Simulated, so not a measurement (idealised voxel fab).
process module | voxel ribs on slabs
cross-section cut | 260 nm wide | cells 5 nm
A cross-section is a grid of square cells, given in bands from the top down. A band is one or more rows of cells.
Each band's line starts with the height of the band's top and of its bottom, in nm. Then come its materials from left to right, each with its width in nm. One material with "throughout" fills the band from edge to edge. "air" is empty space.
Height 0 is the level under which the wafer as received is all one material. The lowest band goes on downwards, as in "0 down".
A width such as "30 to 40" changes by the same amount from each row of cells to the next, from the band's top row to its bottom row.
"no change" after a step means that no cell of the cross-section changed.
closed voids: empty space of 8 cells or more with no open way to the top, each as width x height at its distance from the left edge, in nm
after a step's settings: what the simulator itself notes on the step
overlay nm, on a step with a mask: how far to the right of its planned place the mask lay; to the left if negative
plan
1 op RECEIVE | material Si
2 op DIRECTIONAL_DEP | material SiO2 | thk nm 25
3 op DIRECTIONAL_DEP | material SiN | thk nm 20
4 op MASKED_ETCH | tone cover | mask id RIB | width nm 30 | etch materials SiN | depth nm 5 | overlay nm 0
5 op DIRECTIONAL_DEP | material aC | thk nm 10
6 op PATTERN | tone cover | mask id SLAB | material resist | width nm 80 | thk nm 25 | overlay nm 0
7 op DIRECTIONAL_ETCH | etch materials aC | depth nm 10
8 op STRIP | etch materials resist
9 op DIRECTIONAL_ETCH | etch materials SiN | depth nm 15
10 op STRIP | etch materials aC
11 op FILL_DEP | material SiO2 | thk nm 20
12 op CMP | height nm 55
13 op DIRECTIONAL_DEP | material W | thk nm 10
14 op MASKED_ETCH | tone cover | mask id HEATER | width nm 40 | etch materials W | depth nm 10 | overlay nm -15
15 op CONFORMAL_DEP | material SiN | thk nm 5
varied across the wafers: overlay nm of step 14. The plan shows the first wafer's value. All wafers start alike
first wafer as received, after step 1
  0 down: Si throughout
  closed voids: none
each wafer at the end: cells of each material gained (+) or lost (-) since it was received, then its closed voids
overlay nm -15 | +110 SiN | +518 SiO2 | +16 W | closed voids: none
overlay nm -10 | +110 SiN | +518 SiO2 | +16 W | closed voids: none
overlay nm -5 | +110 SiN | +518 SiO2 | +16 W | closed voids: none
overlay nm 0 | +110 SiN | +518 SiO2 | +16 W | closed voids: none
overlay nm 5 | +110 SiN | +518 SiO2 | +16 W | closed voids: none
overlay nm 10 | +110 SiN | +518 SiO2 | +16 W | closed voids: none
overlay nm 15 | +110 SiN | +518 SiO2 | +16 W | closed voids: none
